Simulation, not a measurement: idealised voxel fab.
A process module follows: voxel ribs on slabs.
Section cut is 250 nm wide and gridded with 5 nm square cells.
We lay out every cross-section as a grid of square cells and spell it out in bands from the top down, where one band means one or more rows of cells.
Band entry format. Leading values: height of top, height of bottom, nm. Remainder: materials in left-to-right order, each with its width in nm. Special words: "throughout" on a single material, which then fills the band edge to edge; "blank", empty space.
Heights are reckoned from 0. Under this level, the received wafer is all of one material. The bottommost band is open-ended downward, for example "top 0, no bottom".
It should be noted that a width expressed as "30->40" varies in equal increments from row to row of cells within the band, taking the value of the first number at the top row and that of the second number at the bottom row.
"no modification" (step): cross-section cells unchanged, all of them.
"Enclosed internal cavities" contains a list of empty spaces, each no smaller than 8 cells and without an open way to the top, written in the form width x height at distance with the distance from the left edge and all three in nm.
Read whatever lies past the settings on a step's line as the simulator's own remark about the step.
Regarding "overlay nm": on a step with a mask, it is the distance the mask lay to the right of its planned place; a negative value places it to the left.
## Below is the list of planned process steps
1: op RECEIVE | material Si
2: op DIRECTIONAL_DEP | material SiO2 | thk nm 20
3: op DIRECTIONAL_DEP | material polySi | thk nm 25
4: op MASKED_ETCH | tone cover | mask id RIB | width nm 20 | etch materials polySi | depth nm 10 | overlay nm 0
5: op PATTERN | tone cover | mask id SLAB | material resist | width nm 70 | thk nm 15 | overlay nm 0
6: op DIRECTIONAL_ETCH | etch materials polySi | depth nm 15
7: op STRIP | etch materials resist
8: op FILL_DEP | material SiO2 | thk nm 20
9: op CMP | height nm 55
10: op DIRECTIONAL_DEP | material W | thk nm 5
11: op DIRECTIONAL_DEP | material aC | thk nm 10
12: op PATTERN | tone cover | mask id HEATER | material resist | width nm 30 | thk nm 25 | overlay nm 0
13: op DIRECTIONAL_ETCH | etch materials aC | depth nm 10
14: op STRIP | etch materials resist
15: op DIRECTIONAL_ETCH | etch materials W | depth nm 5
16: op STRIP | etch materials aC
17: op CONFORMAL_DEP | material SiN | thk nm 5
## first wafer, as planned
## Cross-sectional view of the wafer in its as-received condition, corresponding to the state after step 1
top 0, no bottom = Si throughout
Enclosed internal cavities: none
## So this is the wafer cross-section right after step 2
top 20, bottom 0 = SiO2 throughout
Under the height 0 nothing was changed.
## So this is the wafer cross-section right after step 3
top 45, bottom 20 = polySi throughout
Under the height 20 nothing was changed.
## So this is the wafer cross-section right after step 4
top 45, bottom 35 = blank: 115 | polySi: 20 | blank: 115
Under the height 35 nothing was changed.
## So this is the wafer cross-section right after step 5
top 60, bottom 45 = blank: 90 | resist: 70 | blank: 90
top 45, bottom 35 = blank: 90 | resist: 25 | polySi: 20 | resist: 25 | blank: 90
Under the height 35 nothing was changed.
## So this is the wafer cross-section right after step 6
top 60, bottom 45 = blank: 90 | resist: 70 | blank: 90
top 45, bottom 35 = blank: 90 | resist: 25 | polySi: 20 | resist: 25 | blank: 90
top 35, bottom 20 = blank: 90 | polySi: 70 | blank: 90
Under the height 20 nothing was changed.
## So this is the wafer cross-section right after step 7
top 45, bottom 35 = blank: 115 | polySi: 20 | blank: 115
Under the height 35 nothing was changed.
## So this is the wafer cross-section right after step 8
top 65, bottom 45 = SiO2 throughout
top 45, bottom 35 = SiO2: 115 | polySi: 20 | SiO2: 115
top 35, bottom 20 = SiO2: 90 | polySi: 70 | SiO2: 90
Under the height 20 nothing was changed.
## So this is the wafer cross-section right after step 9
top 55, bottom 45 = SiO2 throughout
Under the height 45 nothing was changed.
## So this is the wafer cross-section right after step 10
top 60, bottom 55 = W throughout
Under the height 55 nothing was changed.
## So this is the wafer cross-section right after step 11
top 70, bottom 60 = aC throughout
Under the height 60 nothing was changed.
## So this is the wafer cross-section right after step 12
top 95, bottom 70 = blank: 110 | resist: 30 | blank: 110
Under the height 70 nothing was changed.
## So this is the wafer cross-section right after step 13
top 85, bottom 70 = blank: 110 | resist: 30 | blank: 110
top 70, bottom 60 = blank: 110 | aC: 30 | blank: 110
Under the height 60 nothing was changed.
## So this is the wafer cross-section right after step 14
top 70, bottom 60 = blank: 110 | aC: 30 | blank: 110
Under the height 60 nothing was changed.
## So this is the wafer cross-section right after step 15
top 70, bottom 60 = blank: 110 | aC: 30 | blank: 110
top 60, bottom 55 = blank: 110 | W: 30 | blank: 110
Under the height 55 nothing was changed.
## So this is the wafer cross-section right after step 16
top 60, bottom 55 = blank: 110 | W: 30 | blank: 110
Under the height 55 nothing was changed.
## So this is the wafer cross-section right after step 17
top 65, bottom 60 = blank: 105 | SiN: 40 | blank: 105
top 60, bottom 55 = SiN: 110 | W: 30 | SiN: 110
Under the height 55 nothing was changed.
## The second wafer: identical to the first at the outset and in its planned sequence, differing only in that one mistake was made during processing; up to and including step 1, its path is the first wafer's path
## Second wafer cross-section, taken as of the time the plan sets for step 2 to be done
top 25, bottom 0 = polySi throughout
Under the height 0 nothing was changed.
## Second wafer cross-section, taken as of the time the plan sets for step 3 to be done
top 45, bottom 25 = SiO2 throughout
Under the height 25 nothing was changed.
Second wafer cross-section, taken as of the time the plan sets for step 4 to be done: no modification
## Second wafer cross-section, taken as of the time the plan sets for step 5 to be done
top 60, bottom 45 = blank: 90 | resist: 70 | blank: 90
Under the height 45 nothing was changed.
Second wafer cross-section, taken as of the time the plan sets for step 6 to be done: no modification
## Second wafer cross-section, taken as of the time the plan sets for step 7 to be done
top 45, bottom 25 = SiO2 throughout
Under the height 25 nothing was changed.
## Second wafer cross-section, taken as of the time the plan sets for step 8 to be done
top 65, bottom 25 = SiO2 throughout
Under the height 25 nothing was changed.
## Second wafer cross-section, taken as of the time the plan sets for step 9 to be done
top 55, bottom 25 = SiO2 throughout
Under the height 25 nothing was changed.
## Second wafer cross-section, taken as of the time the plan sets for step 10 to be done
top 60, bottom 55 = W throughout
Under the height 55 nothing was changed.
## Second wafer cross-section, taken as of the time the plan sets for step 11 to be done
top 70, bottom 60 = aC throughout
Under the height 60 nothing was changed.
## Second wafer cross-section, taken as of the time the plan sets for step 12 to be done
top 95, bottom 70 = blank: 110 | resist: 30 | blank: 110
Under the height 70 nothing was changed.
## Second wafer cross-section, taken as of the time the plan sets for step 13 to be done
top 85, bottom 70 = blank: 110 | resist: 30 | blank: 110
top 70, bottom 60 = blank: 110 | aC: 30 | blank: 110
Under the height 60 nothing was changed.
## Second wafer cross-section, taken as of the time the plan sets for step 14 to be done
top 70, bottom 60 = blank: 110 | aC: 30 | blank: 110
Under the height 60 nothing was changed.
## Second wafer cross-section, taken as of the time the plan sets for step 15 to be done
top 70, bottom 60 = blank: 110 | aC: 30 | blank: 110
top 60, bottom 55 = blank: 110 | W: 30 | blank: 110
Under the height 55 nothing was changed.
## Second wafer cross-section, taken as of the time the plan sets for step 16 to be done
top 60, bottom 55 = blank: 110 | W: 30 | blank: 110
Under the height 55 nothing was changed.
## Second wafer cross-section, taken as of the time the plan sets for step 17 to be done
top 65, bottom 60 = blank: 105 | SiN: 40 | blank: 105
top 60, bottom 55 = SiN: 110 | W: 30 | SiN: 110
Under the height 55 nothing was changed.
What went wrong in running the wafer? mixed up steps 2 and 3 - ran each in the other's place
Bottom line after processing is that, in cells, the second wafer is up or down on some materials versus the first: -200 SiO2, +200 polySi
